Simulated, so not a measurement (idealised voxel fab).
A process module follows: voxel wiring stack.
It is cross-section cut that appears here, measuring 280 nm in width, its square cells being 5 nm in size.
Cross-sections here: square-cell grids, written as top-down lists of bands, a band being one or more rows of cells. Band entry format. Leading values: height of top, height of bottom, nm. Remainder: materials in left-to-right order, each with its width in nm. Special words: "throughout" on a single material, which then fills the band edge to edge; "blank", empty space. Counting heights begins at 0, where everything beneath is, in the wafer as received, one material. The lowest band has no bottom; it goes on downwards, as "0..down" shows. Per-row width for "30..40": begins at first number (top row of band), ends at second number (bottom row), increment between rows held constant. You'll sometimes find "nothing was modified" written for a step, and that's the way of saying that nowhere in the cross-section did a cell change during that step. Heads up: "Voids, sealed" only lists the empty pockets with no open path to the top that are 8 cells or more, and it writes them as width x height at distance, distance from the left edge, in nm. On a step's line, text after the settings is the simulator commenting on that step. overlay nm, on a step with a mask: how far to the right of its planned place the mask lay; to the left if negative.
[Listed below are the process steps as planned]
| 1 | RECEIVE | material Si |
| 2 | CONFORMAL_DEP | material SiO2 | thk nm 10 |
| 3 | CONFORMAL_DEP | material SiN | thk nm 5 |
| 4 | DIRECTIONAL_DEP | material lowk | thk nm 25 |
| 5 | PATTERN | tone open | mask id METAL_1 | material resist | width nm 30 | pitch nm 60 | thk nm 15 | overlay nm 0 |
| 6 | DIRECTIONAL_ETCH | etch materials lowk | depth nm 25 |
| 7 | DIRECTIONAL_ETCH | etch materials SiN | depth nm 5 |
| 8 | STRIP | etch materials resist |
| 9 | CONFORMAL_DEP | material TiN | thk nm 5 |
| 10 | FILL_DEP | material W | thk nm 5 |
| 11 | CMP | height nm 40 |
| 12 | CONFORMAL_DEP | material SiCN | thk nm 5 |
| 13 | DIRECTIONAL_DEP | material lowk | thk nm 20 |
| 14 | DIRECTIONAL_DEP | material aC | thk nm 15 |
| 15 | PATTERN | tone open | mask id PLUG_1 | material resist | width nm 15 | pitch nm 120 | thk nm 30 | overlay nm 0 |
| 16 | DIRECTIONAL_ETCH | etch materials aC | depth nm 15 |
| 17 | STRIP | etch materials resist |
| 18 | DIRECTIONAL_ETCH | etch materials lowk | depth nm 20 |
| 19 | DIRECTIONAL_ETCH | etch materials SiCN | depth nm 5 |
| 20 | STRIP | etch materials aC |
| 21 | EPI | material Ru | thk nm 10 |
| 22 | EPI | material Ru | thk nm 10 |
| 23 | EPI | material Ru | thk nm 5 |
| 24 | CONFORMAL_DEP | material SiCN | thk nm 5 |
| 25 | DIRECTIONAL_DEP | material lowk | thk nm 25 |
| 26 | MASKED_ETCH | tone open | mask id METAL_2 | width nm 30 | pitch nm 60 | etch materials lowk | depth nm 25 | overlay nm 0 |
| 27 | MASKED_ETCH | tone open | mask id METAL_2 | width nm 30 | pitch nm 60 | etch materials SiCN | depth nm 5 | overlay nm 0 |
| 28 | CONFORMAL_DEP | material TiN | thk nm 5 |
| 29 | FILL_DEP | material Cu | thk nm 10 |
| 30 | CMP | height nm 95 |
| 31 | CONFORMAL_DEP | material SiCN | thk nm 5 |
| 32 | DIRECTIONAL_DEP | material SiO2 | thk nm 35 |
| 33 | DIRECTIONAL_DEP | material aC | thk nm 10 |
| 34 | PATTERN | tone open | mask id METAL_3 | material resist | width nm 30 | pitch nm 60 | thk nm 30 | overlay nm 0 |
| 35 | DIRECTIONAL_ETCH | etch materials aC | depth nm 10 |
| 36 | STRIP | etch materials resist |
| 37 | DIRECTIONAL_ETCH | etch materials SiO2 | depth nm 20 |
| 38 | STRIP | etch materials aC |
| 39 | PATTERN | tone open | mask id METAL_3_HOLES | material resist | width nm 15 | pitch nm 120 | thk nm 15 | overlay nm 0 |
| 40 | DIRECTIONAL_ETCH | etch materials SiO2 | depth nm 15 |
| 41 | DIRECTIONAL_ETCH | etch materials SiCN | depth nm 5 |
| 42 | STRIP | etch materials resist |
| 43 | CONFORMAL_DEP | material TiN | thk nm 5 |
| 44 | FILL_DEP | material Cu | thk nm 10 |
| 45 | CMP | height nm 135 |
| 46 | CONFORMAL_DEP | material SiN | thk nm 5 |
[Step 1 complete: cross-section of the wafer as received]
- 0..down  Si throughout
- Voids, sealed: none
[End-of-module XS, first of two wafers, run as planned]
- 140..135  SiN throughout
- 135..120  SiO2 65 | TiN 5 | Cu 20 | TiN 5 | SiO2 30 | TiN 5 | Cu 20 | TiN 5 | SiO2 30 | TiN 5 | Cu 20 | TiN 5 | SiO2 65
- 120..115  SiO2 65 | TiN 5 | Cu 5 | TiN 20 | SiO2 30 | TiN 30 | SiO2 30 | TiN 5 | Cu 5 | TiN 20 | SiO2 65
- 115..100  SiO2 65 | TiN 5 | Cu 5 | TiN 5 | SiO2 105 | TiN 5 | Cu 5 | TiN 5 | SiO2 80
- 100..95  SiCN 65 | TiN 15 | SiCN 105 | TiN 15 | SiCN 80
- 95..70  lowk 65 | TiN 5 | Cu 20 | TiN 5 | lowk 30 | TiN 5 | Cu 20 | TiN 5 | lowk 30 | TiN 5 | Cu 20 | TiN 5 | lowk 65
- 70..65  SiCN 65 | TiN 30 | SiCN 30 | TiN 30 | SiCN 30 | TiN 30 | SiCN 65
- 65..45  lowk 65 | Ru 15 | lowk 105 | Ru 15 | lowk 80
- 45..40  SiCN 65 | Ru 15 | SiCN 105 | Ru 15 | SiCN 80
- 40..15  lowk 65 | TiN 5 | W 20 | TiN 5 | lowk 30 | TiN 5 | W 20 | TiN 5 | lowk 30 | TiN 5 | W 20 | TiN 5 | lowk 65
- 15..10  SiN 65 | TiN 30 | SiN 30 | TiN 30 | SiN 30 | TiN 30 | SiN 65
- 10..0  SiO2 throughout
- 0..down  Si throughout
- Voids, sealed: none
[Here's the second of our two wafers sectioned at module end. Same start as the first, same plan, but one mistake got made running it]
- 140..135  SiN throughout
- 135..120  SiO2 65 | TiN 5 | Cu 20 | TiN 5 | SiO2 30 | TiN 5 | Cu 20 | TiN 5 | SiO2 30 | TiN 5 | Cu 20 | TiN 5 | SiO2 65
- 120..115  SiO2 65 | TiN 5 | Cu 5 | TiN 20 | SiO2 30 | TiN 30 | SiO2 30 | TiN 5 | Cu 5 | TiN 20 | SiO2 65
- 115..100  SiO2 65 | TiN 5 | Cu 5 | TiN 5 | SiO2 105 | TiN 5 | Cu 5 | TiN 5 | SiO2 80
- 100..95  SiCN 65 | TiN 15 | SiCN 105 | TiN 15 | SiCN 80
- 95..70  lowk 65 | TiN 5 | Cu 20 | TiN 5 | lowk 30 | TiN 5 | Cu 20 | TiN 5 | lowk 30 | TiN 5 | Cu 20 | TiN 5 | lowk 65
- 70..65  SiCN 65 | TiN 30 | SiCN 30 | TiN 30 | SiCN 30 | TiN 30 | SiCN 65
- 65..45  lowk 65 | Ru 15 | lowk 105 | Ru 15 | lowk 80
- 45..40  SiCN 65 | Ru 15 | SiCN 105 | Ru 15 | SiCN 80
- 40..15  lowk 55 | TiN 5 | W 20 | TiN 5 | lowk 30 | TiN 5 | W 20 | TiN 5 | lowk 30 | TiN 5 | W 20 | TiN 5 | lowk 75
- 15..10  SiN 55 | TiN 30 | SiN 30 | TiN 30 | SiN 30 | TiN 30 | SiN 75
- 10..0  SiO2 throughout
- 0..down  Si throughout
- Voids, sealed: none
Short version of what went wrong: planned and actual differ for step 5; actual: PATTERN | tone open | mask id METAL_1 | material resist | width nm 30 | pitch nm 60 | thk nm 15 | overlay nm -10
Same inventory, different map: at the end, the second wafer holds as many cells of each material as the first, placed elsewhere.
